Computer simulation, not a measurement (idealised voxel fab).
process module | voxel fin reveal
cross-section cut | 215 nm wide | cells 5 nm
A cross-section is a grid of square cells, given in bands from the top down. A band is one or more rows of cells.
Each band's line starts with the height of the band's top and of its bottom, in nm. Then come its materials from left to right, each with its width in nm. One material with "throughout" fills the band from edge to edge. "air" is empty space.
Height 0 is the level under which the wafer as received is all one material. The lowest band goes on downwards, as in "0 down".
A width such as "30 to 40" changes by the same amount from each row of cells to the next, from the band's top row to its bottom row.
"no change" after a step means that no cell of the cross-section changed.
closed voids: empty space of 8 cells or more with no open way to the top, each as width x height at its distance from the left edge, in nm
after a step's settings: what the simulator itself notes on the step
overlay nm, on a step with a mask: how far to the right of its planned place the mask lay; to the left if negative
plan
1 op RECEIVE | material Si
2 op CONFORMAL_DEP | material SiN | thk nm 5
3 op PATTERN | tone cover | mask id FINS | material resist | width nm 15 | pitch nm 45 | thk nm 15 | overlay nm 0
4 op DIRECTIONAL_ETCH | etch materials SiN | depth nm 5
5 op DIRECTIONAL_ETCH | etch materials Si | depth nm 30
6 op STRIP | etch materials resist
7 op FILL_DEP | material SiO2 | thk nm 10
8 op CMP | height nm 5
9 op SELECTIVE_ETCH | etch materials SiO2 | depth nm 20
10 op STRIP | etch materials SiN
as received, after step 1
  0 down: Si throughout
  closed voids: none
first wafer at the end, as planned
  0 to -15: air 75 | Si 15 | air 30 | Si 15 | air 80
  -15 to -30: SiO2 75 | Si 15 | SiO2 30 | Si 15 | SiO2 80
  -30 down: Si throughout
  closed voids: none
second wafer at the end: like start, like plan, one mistake
  0 to -15: air 75 | Si 20 | air 25 | Si 20 | air 75
  -15 to -30: SiO2 75 | Si 20 | SiO2 25 | Si 20 | SiO2 75
  -30 down: Si throughout
  closed voids: none
what went wrong: step 3 ran as: op PATTERN | tone cover | mask id FINS | material resist | width nm 20 | pitch nm 45 | thk nm 15 | overlay nm 0
at the end the second wafer has, in cells: 12 more of Si | 6 fewer of SiO2
